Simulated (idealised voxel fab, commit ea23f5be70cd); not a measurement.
The document below concerns the process module designated voxel wiring stack.
Cross-sectional view cut (width: 245 nm; square cell size: 5 nm).
Bands, listed from the top down, are how a cross-section gets written in this document; the cross-section itself is a grid of square cells, and a band is one or more rows of them. For a band, the entry starts with two heights in nm, that of the top and then that of the bottom, and carries on with the band's materials in order from left to right, each alongside its width in nm; the word "edge to edge" beside a single material means it fills the band edge to edge, and "air" means empty space. Beneath 0, the wafer as received is one material, and that level is where height counting begins. The lowest band goes on downward without a bottom; it is written like "z 0 and below". You'd read "30..40" like this: the band's top row of cells is as wide as the first number, its bottom row is as wide as the second, and going down, every row changes width by the same amount as the row before did. What does "remained unchanged" mean for a step? It means no cell of the cross-section changed in that step. Reported under the label "Closed internal cavities" are the empty spaces having no open way to the top and comprising 8 cells or more; the notation for each is width x height at distance, in which the distance is measured from the left edge and all three values are in nm. It should be noted that, on the line of a given step, the content following the step's settings is a remark produced by the simulator itself with respect to that step. For masked steps, "overlay nm" on the step line gives how far right of plan the mask actually lay; a minus sign means it lay to the left. Note on reading: below, each pair holds a cross-section from before one process step and one from after it; the one from after shows only down to the lowest band that changed. Beneath the pair, the step in between is stated along with its settings. The pairs can stem from different runs of this module on the same starting wafer. Where a pair's entry headed "Pre-step condition" says so, and only there, that pair continues from the pair above it.
PRE-STEP CONDITION
* z 145 to 120 = 45 nm SiO2  5 nm TiN  20 nm W  5 nm TiN  30 nm SiO2  5 nm TiN  20 nm W  5 nm TiN  30 nm SiO2  5 nm TiN  20 nm W  5 nm TiN  50 nm SiO2
* z 120 to 115 = 45 nm SiN  30 nm TiN  30 nm SiN  30 nm TiN  30 nm SiN  30 nm TiN  50 nm SiN
* z 115 to 105 = 45 nm lowk  5 nm TiN  5 nm Cu  5 nm TiN  45 nm lowk  5 nm TiN  5 nm Cu  5 nm TiN  45 nm lowk  5 nm TiN  5 nm Cu  5 nm TiN  65 nm lowk
* z 105 to 100 = 45 nm SiCN  15 nm TiN  45 nm SiCN  15 nm TiN  45 nm SiCN  15 nm TiN  65 nm SiCN
* z 100 to 95 = 45 nm SiO2  5 nm TiN  20 nm Cu  5 nm TiN  30 nm SiO2  5 nm TiN  20 nm Cu  5 nm TiN  30 nm SiO2  5 nm TiN  20 nm Cu  5 nm TiN  50 nm SiO2
* z 95 to 90 = 45 nm SiO2  5 nm TiN  5 nm Cu  20 nm TiN  30 nm SiO2  30 nm TiN  30 nm SiO2  5 nm TiN  5 nm Cu  20 nm TiN  50 nm SiO2
* z 90 to 75 = 45 nm SiO2  5 nm TiN  5 nm Cu  5 nm TiN  105 nm SiO2  5 nm TiN  5 nm Cu  5 nm TiN  65 nm SiO2
* z 75 to 70 = 45 nm SiCN  15 nm TiN  105 nm SiCN  15 nm TiN  65 nm SiCN
* z 70 to 65 = 50 nm TiN  20 nm Cu  40 nm TiN  20 nm Cu  40 nm TiN  20 nm Cu  55 nm TiN
* z 65 to 55 = 45 nm lowk  5 nm TiN  20 nm Cu  5 nm TiN  30 nm lowk  5 nm TiN  20 nm Cu  5 nm TiN  30 nm lowk  5 nm TiN  20 nm Cu  5 nm TiN  50 nm lowk
* z 55 to 50 = 45 nm lowk  5 nm TiN  5 nm Cu  20 nm TiN  30 nm lowk  30 nm TiN  30 nm lowk  5 nm TiN  5 nm Cu  20 nm TiN  50 nm lowk
* z 50 to 40 = 45 nm lowk  5 nm TiN  5 nm Cu  5 nm TiN  105 nm lowk  5 nm TiN  5 nm Cu  5 nm TiN  65 nm lowk
* z 40 to 35 = 45 nm SiCN  15 nm TiN  105 nm SiCN  15 nm TiN  65 nm SiCN
* z 35 to 20 = 40 nm SiO2  5 nm SiCN  30 nm Ru  5 nm SiCN  20 nm SiO2  5 nm SiCN  30 nm Ru  5 nm SiCN  20 nm SiO2  5 nm SiCN  30 nm Ru  5 nm SiCN  45 nm SiO2
* z 20 to 15 = 45 nm SiCN  30 nm TiN  30 nm SiCN  30 nm TiN  30 nm SiCN  30 nm TiN  50 nm SiCN
* z 15 to 0 = SiO2 edge to edge
* z 0 and below = Si edge to edge
* Closed internal cavities: none
CUT VIEW, POST-STEP
* z 150 to 145 = 40 nm air  40 nm Ru  20 nm air  40 nm Ru  20 nm air  40 nm Ru  45 nm air
* At heights below 145, the structure remains unaltered.
* Closed internal cavities: none
The structure shown above changes from one cross-section to the other through op EPI | material Ru | thk nm 5
Pre-step condition: equal to the after panel directly above.
CUT VIEW, POST-STEP
* z 155 to 150 = SiCN edge to edge
* z 150 to 145 = 40 nm SiCN  40 nm Ru  20 nm SiCN  40 nm Ru  20 nm SiCN  40 nm Ru  45 nm SiCN
* At heights below 145, the structure remains unaltered.
* Closed internal cavities: none
The structure shown above changes from one cross-section to the other through op FILL_DEP | material SiCN | thk nm 5
PRE-STEP CONDITION
* z 145 to 120 = SiO2 edge to edge
* z 120 to 115 = SiN edge to edge
* z 115 to 105 = 45 nm lowk  5 nm TiN  5 nm Cu  5 nm TiN  45 nm lowk  5 nm TiN  5 nm Cu  5 nm TiN  45 nm lowk  5 nm TiN  5 nm Cu  5 nm TiN  65 nm lowk
* z 105 to 100 = 45 nm SiCN  15 nm TiN  45 nm SiCN  15 nm TiN  45 nm SiCN  15 nm TiN  65 nm SiCN
* z 100 to 90 = 45 nm SiO2  5 nm TiN  20 nm Cu  5 nm TiN  30 nm SiO2  5 nm TiN  20 nm Cu  5 nm TiN  30 nm SiO2  5 nm TiN  20 nm Cu  5 nm TiN  50 nm SiO2
* z 90 to 85 = 45 nm SiO2  5 nm TiN  5 nm Cu  20 nm TiN  30 nm SiO2  30 nm TiN  30 nm SiO2  5 nm TiN  5 nm Cu  20 nm TiN  50 nm SiO2
* z 85 to 70 = 45 nm SiO2  5 nm TiN  5 nm Cu  5 nm TiN  105 nm SiO2  5 nm TiN  5 nm Cu  5 nm TiN  65 nm SiO2
* z 70 to 65 = 45 nm SiCN  15 nm TiN  105 nm SiCN  15 nm TiN  65 nm SiCN
* z 65 to 55 = 45 nm lowk  5 nm TiN  20 nm Cu  5 nm TiN  30 nm lowk  5 nm TiN  20 nm Cu  5 nm TiN  30 nm lowk  5 nm TiN  20 nm Cu  5 nm TiN  50 nm lowk
* z 55 to 50 = 45 nm lowk  5 nm TiN  5 nm Cu  20 nm TiN  30 nm lowk  30 nm TiN  30 nm lowk  5 nm TiN  5 nm Cu  20 nm TiN  50 nm lowk
* z 50 to 40 = 45 nm lowk  5 nm TiN  5 nm Cu  5 nm TiN  105 nm lowk  5 nm TiN  5 nm Cu  5 nm TiN  65 nm lowk
* z 40 to 35 = 45 nm SiCN  15 nm TiN  105 nm SiCN  15 nm TiN  65 nm SiCN
* z 35 to 20 = 40 nm SiO2  5 nm SiCN  30 nm Ru  5 nm SiCN  20 nm SiO2  5 nm SiCN  30 nm Ru  5 nm SiCN  20 nm SiO2  5 nm SiCN  30 nm Ru  5 nm SiCN  45 nm SiO2
* z 20 to 15 = 45 nm SiCN  30 nm TiN  30 nm SiCN  30 nm TiN  30 nm SiCN  30 nm TiN  50 nm SiCN
* z 15 to 0 = SiO2 edge to edge
* z 0 and below = Si edge to edge
* Closed internal cavities: none
CUT VIEW, POST-STEP
* z 160 to 145 = 40 nm resist  40 nm air  20 nm resist  40 nm air  20 nm resist  40 nm air  45 nm resist
* At heights below 145, the structure remains unaltered.
* Closed internal cavities: none
The structure shown above changes from one cross-section to the other through op PATTERN | tone open | mask id METAL_4 | material resist | width nm 40 | pitch nm 60 | thk nm 15 | overlay nm 0
Pre-step condition: equal to the after panel directly above.
CUT VIEW, POST-STEP
* z 160 to 145 = 40 nm resist  40 nm air  20 nm resist  40 nm air  20 nm resist  40 nm air  45 nm resist
* z 145 to 120 = 40 nm SiO2  40 nm air  20 nm SiO2  40 nm air  20 nm SiO2  40 nm air  45 nm SiO2
* At heights below 120, the structure remains unaltered.
* Closed internal cavities: none
The structure shown above changes from one cross-section to the other through op DIRECTIONAL_ETCH | etch materials SiO2 | depth nm 25
Pre-step condition: equal to the after panel directly above.
CUT VIEW, POST-STEP
* z 160 to 145 = 40 nm resist  40 nm air  20 nm resist  40 nm air  20 nm resist  40 nm air  45 nm resist
* z 145 to 120 = 40 nm SiO2  40 nm air  20 nm SiO2  40 nm air  20 nm SiO2  40 nm air  45 nm SiO2
* z 120 to 115 = 40 nm SiN  40 nm air  20 nm SiN  40 nm air  20 nm SiN  40 nm air  45 nm SiN
* At heights below 115, the structure remains unaltered.
* Closed internal cavities: none
The structure shown above changes from one cross-section to the other through op DIRECTIONAL_ETCH | etch materials SiN | depth nm 5
Pre-step condition: equal to the after panel directly above.
CUT VIEW, POST-STEP
* z 145 to 120 = 40 nm SiO2  40 nm air  20 nm SiO2  40 nm air  20 nm SiO2  40 nm air  45 nm SiO2
* At heights below 120, the structure remains unaltered.
* Closed internal cavities: none
The structure shown above changes from one cross-section to the other through op STRIP | etch materials resist
Pre-step condition: equal to the after panel directly above.
CUT VIEW, POST-STEP
* z 150 to 145 = 45 nm TiN  30 nm air  30 nm TiN  30 nm air  30 nm TiN  30 nm air  50 nm TiN
* z 145 to 120 = 40 nm SiO2  5 nm TiN  30 nm air  5 nm TiN  20 nm SiO2  5 nm TiN  30 nm air  5 nm TiN  20 nm SiO2  5 nm TiN  30 nm air  5 nm TiN  45 nm SiO2
* z 120 to 115 = 40 nm SiN  40 nm TiN  20 nm SiN  40 nm TiN  20 nm SiN  40 nm TiN  45 nm SiN
* At heights below 115, the structure remains unaltered.
* Closed internal cavities: none
The structure shown above changes from one cross-section to the other through op CONFORMAL_DEP | material TiN | thk nm 5
Pre-step condition: equal to the after panel directly above.
CUT VIEW, POST-STEP
* z 160 to 150 = W edge to edge
* z 150 to 145 = 45 nm TiN  30 nm W  30 nm TiN  30 nm W  30 nm TiN  30 nm W  50 nm TiN
* z 145 to 120 = 40 nm SiO2  5 nm TiN  30 nm W  5 nm TiN  20 nm SiO2  5 nm TiN  30 nm W  5 nm TiN  20 nm SiO2  5 nm TiN  30 nm W  5 nm TiN  45 nm SiO2
* At heights below 120, the structure remains unaltered.
* Closed internal cavities: none
The structure shown above changes from one cross-section to the other through op FILL_DEP | material W | thk nm 10
Pre-step condition: equal to the after panel directly above.
CUT VIEW, POST-STEP
* z 145 to 120 = 40 nm SiO2  5 nm TiN  30 nm W  5 nm TiN  20 nm SiO2  5 nm TiN  30 nm W  5 nm TiN  20 nm SiO2  5 nm TiN  30 nm W  5 nm TiN  45 nm SiO2
* At heights below 120, the structure remains unaltered.
* Closed internal cavities: none
The structure shown above changes from one cross-section to the other through op CMP | height nm 145
Pre-step condition: equal to the after panel directly above.
CUT VIEW, POST-STEP
* z 150 to 145 = 35 nm air  50 nm Ru  10 nm air  50 nm Ru  10 nm air  50 nm Ru  40 nm air
* At heights below 145, the structure remains unaltered.
* Closed internal cavities: none
The structure shown above changes from one cross-section to the other through op EPI | material Ru | thk nm 5
Pre-step condition: equal to the after panel directly above.
CUT VIEW, POST-STEP
* z 155 to 150 = SiCN edge to edge
* z 150 to 145 = 35 nm SiCN  50 nm Ru  10 nm SiCN  50 nm Ru  10 nm SiCN  50 nm Ru  40 nm SiCN
* At heights below 145, the structure remains unaltered.
* Closed internal cavities: none
The structure shown above changes from one cross-section to the other through op FILL_DEP | material SiCN | thk nm 5
PRE-STEP CONDITION
* z 145 to 120 = SiO2 edge to edge
* z 120 to 115 = SiN edge to edge
* z 115 to 105 = 45 nm lowk  5 nm TiN  5 nm Cu  5 nm TiN  45 nm lowk  5 nm TiN  5 nm Cu  5 nm TiN  45 nm lowk  5 nm TiN  5 nm Cu  5 nm TiN  65 nm lowk
* z 105 to 100 = 45 nm SiCN  15 nm TiN  45 nm SiCN  15 nm TiN  45 nm SiCN  15 nm TiN  65 nm SiCN
* z 100 to 90 = 45 nm SiO2  5 nm TiN  20 nm Cu  5 nm TiN  30 nm SiO2  5 nm TiN  20 nm Cu  5 nm TiN  30 nm SiO2  5 nm TiN  20 nm Cu  5 nm TiN  50 nm SiO2
* z 90 to 85 = 45 nm SiO2  5 nm TiN  5 nm Cu  20 nm TiN  30 nm SiO2  30 nm TiN  30 nm SiO2  5 nm TiN  5 nm Cu  20 nm TiN  50 nm SiO2
* z 85 to 70 = 45 nm SiO2  5 nm TiN  5 nm Cu  5 nm TiN  105 nm SiO2  5 nm TiN  5 nm Cu  5 nm TiN  65 nm SiO2
* z 70 to 65 = 45 nm SiCN  15 nm TiN  105 nm SiCN  15 nm TiN  65 nm SiCN
* z 65 to 55 = 45 nm lowk  5 nm TiN  20 nm Cu  5 nm TiN  30 nm lowk  5 nm TiN  20 nm Cu  5 nm TiN  30 nm lowk  5 nm TiN  20 nm Cu  5 nm TiN  50 nm lowk
* z 55 to 50 = 45 nm lowk  5 nm TiN  5 nm Cu  20 nm TiN  30 nm lowk  30 nm TiN  30 nm lowk  5 nm TiN  5 nm Cu  20 nm TiN  50 nm lowk
* z 50 to 40 = 45 nm lowk  5 nm TiN  5 nm Cu  5 nm TiN  105 nm lowk  5 nm TiN  5 nm Cu  5 nm TiN  65 nm lowk
* z 40 to 35 = 45 nm SiCN  15 nm TiN  105 nm SiCN  15 nm TiN  65 nm SiCN
* z 35 to 20 = 40 nm SiO2  5 nm SiCN  30 nm Ru  5 nm SiCN  20 nm SiO2  5 nm SiCN  30 nm Ru  5 nm SiCN  20 nm SiO2  5 nm SiCN  30 nm Ru  5 nm SiCN  45 nm SiO2
* z 20 to 15 = 45 nm SiCN  30 nm TiN  30 nm SiCN  30 nm TiN  30 nm SiCN  30 nm TiN  50 nm SiCN
* z 15 to 0 = SiO2 edge to edge
* z 0 and below = Si edge to edge
* Closed internal cavities: none
CUT VIEW, POST-STEP
* z 160 to 145 = 35 nm resist  30 nm air  30 nm resist  30 nm air  30 nm resist  30 nm air  60 nm resist
* At heights below 145, the structure remains unaltered.
* Closed internal cavities: none
The structure shown above changes from one cross-section to the other through op PATTERN | tone open | mask id METAL_4 | material resist | width nm 30 | pitch nm 60 | thk nm 15 | overlay nm -10
Pre-step condition: equal to the after panel directly above.
CUT VIEW, POST-STEP
* z 160 to 145 = 35 nm resist  30 nm air  30 nm resist  30 nm air  30 nm resist  30 nm air  60 nm resist
* z 145 to 120 = 35 nm SiO2  30 nm air  30 nm SiO2  30 nm air  30 nm SiO2  30 nm air  60 nm SiO2
* At heights below 120, the structure remains unaltered.
* Closed internal cavities: none
The structure shown above changes from one cross-section to the other through op DIRECTIONAL_ETCH | etch materials SiO2 | depth nm 25
Pre-step condition: equal to the after panel directly above.
CUT VIEW, POST-STEP
* z 160 to 145 = 35 nm resist  30 nm air  30 nm resist  30 nm air  30 nm resist  30 nm air  60 nm resist
* z 145 to 120 = 35 nm SiO2  30 nm air  30 nm SiO2  30 nm air  30 nm SiO2  30 nm air  60 nm SiO2
* z 120 to 115 = 35 nm SiN  30 nm air  30 nm SiN  30 nm air  30 nm SiN  30 nm air  60 nm SiN
* At heights below 115, the structure remains unaltered.
* Closed internal cavities: none
The structure shown above changes from one cross-section to the other through op DIRECTIONAL_ETCH | etch materials SiN | depth nm 5
Pre-step condition: equal to the after panel directly above.
CUT VIEW, POST-STEP
* z 145 to 120 = 35 nm SiO2  30 nm air  30 nm SiO2  30 nm air  30 nm SiO2  30 nm air  60 nm SiO2
* At heights below 120, the structure remains unaltered.
* Closed internal cavities: none
The structure shown above changes from one cross-section to the other through op STRIP | etch materials resist
Pre-step condition: equal to the after panel directly above.
CUT VIEW, POST-STEP
* z 150 to 145 = 40 nm TiN  20 nm air  40 nm TiN  20 nm air  40 nm TiN  20 nm air  65 nm TiN
* z 145 to 120 = 35 nm SiO2  5 nm TiN  20 nm air  5 nm TiN  30 nm SiO2  5 nm TiN  20 nm air  5 nm TiN  30 nm SiO2  5 nm TiN  20 nm air  5 nm TiN  60 nm SiO2
* z 120 to 115 = 35 nm SiN  30 nm TiN  30 nm SiN  30 nm TiN  30 nm SiN  30 nm TiN  60 nm SiN
* At heights below 115, the structure remains unaltered.
* Closed internal cavities: none
The structure shown above changes from one cross-section to the other through op CONFORMAL_DEP | material TiN | thk nm 5
Pre-step condition: equal to the after panel directly above.
CUT VIEW, POST-STEP
* z 160 to 150 = W edge to edge
* z 150 to 145 = 40 nm TiN  20 nm W  40 nm TiN  20 nm W  40 nm TiN  20 nm W  65 nm TiN
* z 145 to 120 = 35 nm SiO2  5 nm TiN  20 nm W  5 nm TiN  30 nm SiO2  5 nm TiN  20 nm W  5 nm TiN  30 nm SiO2  5 nm TiN  20 nm W  5 nm TiN  60 nm SiO2
* At heights below 120, the structure remains unaltered.
* Closed internal cavities: none
The structure shown above changes from one cross-section to the other through op FILL_DEP | material W | thk nm 10
Pre-step condition: equal to the after panel directly above.
CUT VIEW, POST-STEP
* z 145 to 120 = 35 nm SiO2  5 nm TiN  20 nm W  5 nm TiN  30 nm SiO2  5 nm TiN  20 nm W  5 nm TiN  30 nm SiO2  5 nm TiN  20 nm W  5 nm TiN  60 nm SiO2
* At heights below 120, the structure remains unaltered.
* Closed internal cavities: none
The structure shown above changes from one cross-section to the other through op CMP | height nm 145
Pre-step condition: equal to the after panel directly above.
CUT VIEW, POST-STEP
* z 150 to 145 = 30 nm air  40 nm Ru  20 nm air  40 nm Ru  20 nm air  40 nm Ru  55 nm air
* At heights below 145, the structure remains unaltered.
* Closed internal cavities: none
The structure shown above changes from one cross-section to the other through op EPI | material Ru | thk nm 5
Pre-step condition: equal to the after panel directly above.
CUT VIEW, POST-STEP
* z 155 to 150 = SiCN edge to edge
* z 150 to 145 = 30 nm SiCN  40 nm Ru  20 nm SiCN  40 nm Ru  20 nm SiCN  40 nm Ru  55 nm SiCN
* At heights below 145, the structure remains unaltered.
* Closed internal cavities: none
The structure shown above changes from one cross-section to the other through op FILL_DEP | material SiCN | thk nm 5
PRE-STEP CONDITION
* z 115 to 105 = 45 nm lowk  15 nm air  45 nm lowk  15 nm air  45 nm lowk  15 nm air  65 nm lowk
* z 105 to 100 = 45 nm SiCN  15 nm air  45 nm SiCN  15 nm air  45 nm SiCN  15 nm air  65 nm SiCN
* z 100 to 90 = 45 nm SiO2  5 nm TiN  20 nm Cu  5 nm TiN  30 nm SiO2  5 nm TiN  20 nm Cu  5 nm TiN  30 nm SiO2  5 nm TiN  20 nm Cu  5 nm TiN  50 nm SiO2
* z 90 to 85 = 45 nm SiO2  5 nm TiN  5 nm Cu  20 nm TiN  30 nm SiO2  30 nm TiN  30 nm SiO2  5 nm TiN  5 nm Cu  20 nm TiN  50 nm SiO2
* z 85 to 70 = 45 nm SiO2  5 nm TiN  5 nm Cu  5 nm TiN  105 nm SiO2  5 nm TiN  5 nm Cu  5 nm TiN  65 nm SiO2
* z 70 to 65 = 45 nm SiCN  15 nm TiN  105 nm SiCN  15 nm TiN  65 nm SiCN
* z 65 to 55 = 45 nm lowk  5 nm TiN  20 nm Cu  5 nm TiN  30 nm lowk  5 nm TiN  20 nm Cu  5 nm TiN  30 nm lowk  5 nm TiN  20 nm Cu  5 nm TiN  50 nm lowk
* z 55 to 50 = 45 nm lowk  5 nm TiN  5 nm Cu  20 nm TiN  30 nm lowk  30 nm TiN  30 nm lowk  5 nm TiN  5 nm Cu  20 nm TiN  50 nm lowk
* z 50 to 40 = 45 nm lowk  5 nm TiN  5 nm Cu  5 nm TiN  105 nm lowk  5 nm TiN  5 nm Cu  5 nm TiN  65 nm lowk
* z 40 to 35 = 45 nm SiCN  15 nm TiN  105 nm SiCN  15 nm TiN  65 nm SiCN
* z 35 to 20 = 40 nm SiO2  5 nm SiCN  30 nm Ru  5 nm SiCN  20 nm SiO2  5 nm SiCN  30 nm Ru  5 nm SiCN  20 nm SiO2  5 nm SiCN  30 nm Ru  5 nm SiCN  45 nm SiO2
* z 20 to 15 = 45 nm SiCN  30 nm TiN  30 nm SiCN  30 nm TiN  30 nm SiCN  30 nm TiN  50 nm SiCN
* z 15 to 0 = SiO2 edge to edge
* z 0 and below = Si edge to edge
* Closed internal cavities: none
CUT VIEW, POST-STEP
* z 120 to 115 = 50 nm aC  5 nm air  55 nm aC  5 nm air  55 nm aC  5 nm air  70 nm aC
* z 115 to 105 = 45 nm lowk  5 nm aC  5 nm air  5 nm aC  45 nm lowk  5 nm aC  5 nm air  5 nm aC  45 nm lowk  5 nm aC  5 nm air  5 nm aC  65 nm lowk
* z 105 to 100 = 45 nm SiCN  15 nm aC  45 nm SiCN  15 nm aC  45 nm SiCN  15 nm aC  65 nm SiCN
* At heights below 100, the structure remains unaltered.
* Closed internal cavities: none
The structure shown above changes from one cross-section to the other through op CONFORMAL_DEP | material aC | thk nm 5
Pre-step condition: equal to the after panel directly above.
CUT VIEW, POST-STEP
* z 125 to 120 = Cu edge to edge
* z 120 to 115 = 50 nm aC  5 nm Cu  55 nm aC  5 nm Cu  55 nm aC  5 nm Cu  70 nm aC
* z 115 to 105 = 45 nm lowk  5 nm aC  5 nm Cu  5 nm aC  45 nm lowk  5 nm aC  5 nm Cu  5 nm aC  45 nm lowk  5 nm aC  5 nm Cu  5 nm aC  65 nm lowk
* At heights below 105, the structure remains unaltered.
* Closed internal cavities: none
The structure shown above changes from one cross-section to the other through op FILL_DEP | material Cu | thk nm 5
Pre-step condition: equal to the after panel directly above.
CUT VIEW, POST-STEP
* z 115 to 105 = 45 nm lowk  5 nm aC  5 nm Cu  5 nm aC  45 nm lowk  5 nm aC  5 nm Cu  5 nm aC  45 nm lowk  5 nm aC  5 nm Cu  5 nm aC  65 nm lowk
* At heights below 105, the structure remains unaltered.
* Closed internal cavities: none
The structure shown above changes from one cross-section to the other through op CMP | height nm 115
Pre-step condition: equal to the after panel directly above.
CUT VIEW, POST-STEP
* z 120 to 115 = SiN edge to edge
* At heights below 115, the structure remains unaltered.
* Closed internal cavities: none
The structure shown above changes from one cross-section to the other through op CONFORMAL_DEP | material SiN | thk nm 5
Pre-step condition: equal to the after panel directly above.
CUT VIEW, POST-STEP
* z 145 to 120 = SiO2 edge to edge
* At heights below 120, the structure remains unaltered.
* Closed internal cavities: none
The structure shown above changes from one cross-section to the other through op DIRECTIONAL_DEP | material SiO2 | thk nm 25
Pre-step condition: equal to the after panel directly above.
CUT VIEW, POST-STEP
* z 160 to 145 = 45 nm resist  30 nm air  30 nm resist  30 nm air  30 nm resist  30 nm air  50 nm resist
* At heights below 145, the structure remains unaltered.
* Closed internal cavities: none
The structure shown above changes from one cross-section to the other through op PATTERN | tone open | mask id METAL_4 | material resist | width nm 30 | pitch nm 60 | thk nm 15 | overlay nm 0
Pre-step condition: equal to the after panel directly above.
CUT VIEW, POST-STEP
* z 160 to 145 = 45 nm resist  30 nm air  30 nm resist  30 nm air  30 nm resist  30 nm air  50 nm resist
* z 145 to 120 = 45 nm SiO2  30 nm air  30 nm SiO2  30 nm air  30 nm SiO2  30 nm air  50 nm SiO2
* At heights below 120, the structure remains unaltered.
* Closed internal cavities: none
The structure shown above changes from one cross-section to the other through op DIRECTIONAL_ETCH | etch materials SiO2 | depth nm 25
Pre-step condition: equal to the after panel directly above.
CUT VIEW, POST-STEP
* z 160 to 145 = 45 nm resist  30 nm air  30 nm resist  30 nm air  30 nm resist  30 nm air  50 nm resist
* z 145 to 120 = 45 nm SiO2  30 nm air  30 nm SiO2  30 nm air  30 nm SiO2  30 nm air  50 nm SiO2
* z 120 to 115 = 45 nm SiN  30 nm air  30 nm SiN  30 nm air  30 nm SiN  30 nm air  50 nm SiN
* At heights below 115, the structure remains unaltered.
* Closed internal cavities: none
The structure shown above changes from one cross-section to the other through op DIRECTIONAL_ETCH | etch materials SiN | depth nm 5
Pre-step condition: equal to the after panel directly above.
CUT VIEW, POST-STEP
* z 145 to 120 = 45 nm SiO2  30 nm air  30 nm SiO2  30 nm air  30 nm SiO2  30 nm air  50 nm SiO2
* At heights below 120, the structure remains unaltered.
* Closed internal cavities: none
The structure shown above changes from one cross-section to the other through op STRIP | etch materials resist
Pre-step condition: equal to the after panel directly above.
CUT VIEW, POST-STEP
* z 150 to 145 = 50 nm TiN  20 nm air  40 nm TiN  20 nm air  40 nm TiN  20 nm air  55 nm TiN
* z 145 to 120 = 45 nm SiO2  5 nm TiN  20 nm air  5 nm TiN  30 nm SiO2  5 nm TiN  20 nm air  5 nm TiN  30 nm SiO2  5 nm TiN  20 nm air  5 nm TiN  50 nm SiO2
* z 120 to 115 = 45 nm SiN  30 nm TiN  30 nm SiN  30 nm TiN  30 nm SiN  30 nm TiN  50 nm SiN
* At heights below 115, the structure remains unaltered.
* Closed internal cavities: none
The structure shown above changes from one cross-section to the other through op CONFORMAL_DEP | material TiN | thk nm 5
Pre-step condition: equal to the after panel directly above.
CUT VIEW, POST-STEP
* z 160 to 150 = W edge to edge
* z 150 to 145 = 50 nm TiN  20 nm W  40 nm TiN  20 nm W  40 nm TiN  20 nm W  55 nm TiN
* z 145 to 120 = 45 nm SiO2  5 nm TiN  20 nm W  5 nm TiN  30 nm SiO2  5 nm TiN  20 nm W  5 nm TiN  30 nm SiO2  5 nm TiN  20 nm W  5 nm TiN  50 nm SiO2
* At heights below 120, the structure remains unaltered.
* Closed internal cavities: none
The structure shown above changes from one cross-section to the other through op FILL_DEP | material W | thk nm 10
Pre-step condition: equal to the after panel directly above.
CUT VIEW, POST-STEP
* z 145 to 120 = 45 nm SiO2  5 nm TiN  20 nm W  5 nm TiN  30 nm SiO2  5 nm TiN  20 nm W  5 nm TiN  30 nm SiO2  5 nm TiN  20 nm W  5 nm TiN  50 nm SiO2
* At heights below 120, the structure remains unaltered.
* Closed internal cavities: none
The structure shown above changes from one cross-section to the other through op CMP | height nm 145
Pre-step condition: equal to the after panel directly above.
CUT VIEW, POST-STEP
* z 150 to 145 = 40 nm air  40 nm Ru  20 nm air  40 nm Ru  20 nm air  40 nm Ru  45 nm air
* At heights below 145, the structure remains unaltered.
* Closed internal cavities: none
The structure shown above changes from one cross-section to the other through op EPI | material Ru | thk nm 5
Pre-step condition: equal to the after panel directly above.
CUT VIEW, POST-STEP
* z 155 to 150 = SiCN edge to edge
* z 150 to 145 = 40 nm SiCN  40 nm Ru  20 nm SiCN  40 nm Ru  20 nm SiCN  40 nm Ru  45 nm SiCN
* At heights below 145, the structure remains unaltered.
* Closed internal cavities: none
The structure shown above changes from one cross-section to the other through op FILL_DEP | material SiCN | thk nm 5
PRE-STEP CONDITION
* z 110 to 100 = 45 nm aC  30 nm air  30 nm aC  30 nm air  30 nm aC  30 nm air  50 nm aC
* z 100 to 95 = 45 nm SiO2  30 nm air  30 nm SiO2  30 nm air  30 nm SiO2  30 nm air  50 nm SiO2
* z 95 to 85 = 45 nm SiO2  30 nm aC  30 nm SiO2  30 nm aC  30 nm SiO2  30 nm aC  50 nm SiO2
* z 85 to 70 = SiO2 edge to edge
* z 70 to 65 = SiCN edge to edge
* z 65 to 55 = 45 nm lowk  5 nm TiN  20 nm Cu  5 nm TiN  30 nm lowk  5 nm TiN  20 nm Cu  5 nm TiN  30 nm lowk  5 nm TiN  20 nm Cu  5 nm TiN  50 nm lowk
* z 55 to 50 = 45 nm lowk  5 nm TiN  5 nm Cu  20 nm TiN  30 nm lowk  30 nm TiN  30 nm lowk  5 nm TiN  5 nm Cu  20 nm TiN  50 nm lowk
* z 50 to 40 = 45 nm lowk  5 nm TiN  5 nm Cu  5 nm TiN  105 nm lowk  5 nm TiN  5 nm Cu  5 nm TiN  65 nm lowk
* z 40 to 35 = 45 nm SiCN  15 nm TiN  105 nm SiCN  15 nm TiN  65 nm SiCN
* z 35 to 20 = 40 nm SiO2  5 nm SiCN  30 nm Ru  5 nm SiCN  20 nm SiO2  5 nm SiCN  30 nm Ru  5 nm SiCN  20 nm SiO2  5 nm SiCN  30 nm Ru  5 nm SiCN  45 nm SiO2
* z 20 to 15 = 45 nm SiCN  30 nm TiN  30 nm SiCN  30 nm TiN  30 nm SiCN  30 nm TiN  50 nm SiCN
* z 15 to 0 = SiO2 edge to edge
* z 0 and below = Si edge to edge
* Closed internal cavities: none
CUT VIEW, POST-STEP
* z 135 to 110 = 45 nm air  15 nm resist  105 nm air  15 nm resist  65 nm air
* z 110 to 100 = 45 nm aC  15 nm resist  15 nm air  30 nm aC  30 nm air  30 nm aC  15 nm resist  15 nm air  50 nm aC
* z 100 to 95 = 45 nm SiO2  15 nm resist  15 nm air  30 nm SiO2  30 nm air  30 nm SiO2  15 nm resist  15 nm air  50 nm SiO2
* At heights below 95, the structure remains unaltered.
* Closed internal cavities: none
The structure shown above changes from one cross-section to the other through op PATTERN | tone cover | mask id METAL_3_HOLES | material resist | width nm 15 | pitch nm 120 | thk nm 25 | overlay nm 0
Pre-step condition: equal to the after panel directly above.
CUT VIEW, POST-STEP
* z 125 to 100 = 45 nm air  15 nm resist  105 nm air  15 nm resist  65 nm air
* z 100 to 95 = 45 nm SiO2  15 nm resist  15 nm air  30 nm SiO2  30 nm air  30 nm SiO2  15 nm resist  15 nm air  50 nm SiO2
* z 95 to 85 = 45 nm SiO2  15 nm aC  15 nm air  30 nm SiO2  30 nm air  30 nm SiO2  15 nm aC  15 nm air  50 nm SiO2
* At heights below 85, the structure remains unaltered.
* Closed internal cavities: none
The structure shown above changes from one cross-section to the other through op DIRECTIONAL_ETCH | etch materials aC | depth nm 10
Pre-step condition: equal to the after panel directly above.
CUT VIEW, POST-STEP
* z 100 to 95 = 45 nm SiO2  30 nm air  30 nm SiO2  30 nm air  30 nm SiO2  30 nm air  50 nm SiO2
* At heights below 95, the structure remains unaltered.
* Closed internal cavities: none
The structure shown above changes from one cross-section to the other through op STRIP | etch materials resist
Pre-step condition: equal to the after panel directly above.
CUT VIEW, POST-STEP
* z 95 to 85 = 45 nm air  15 nm aC  105 nm air  15 nm aC  65 nm air
* z 85 to 70 = 60 nm SiO2  15 nm air  30 nm SiO2  30 nm air  45 nm SiO2  15 nm air  50 nm SiO2
* At heights below 70, the structure remains unaltered.
* Closed internal cavities: none
The structure shown above changes from one cross-section to the other through op DIRECTIONAL_ETCH | etch materials SiO2 | depth nm 15
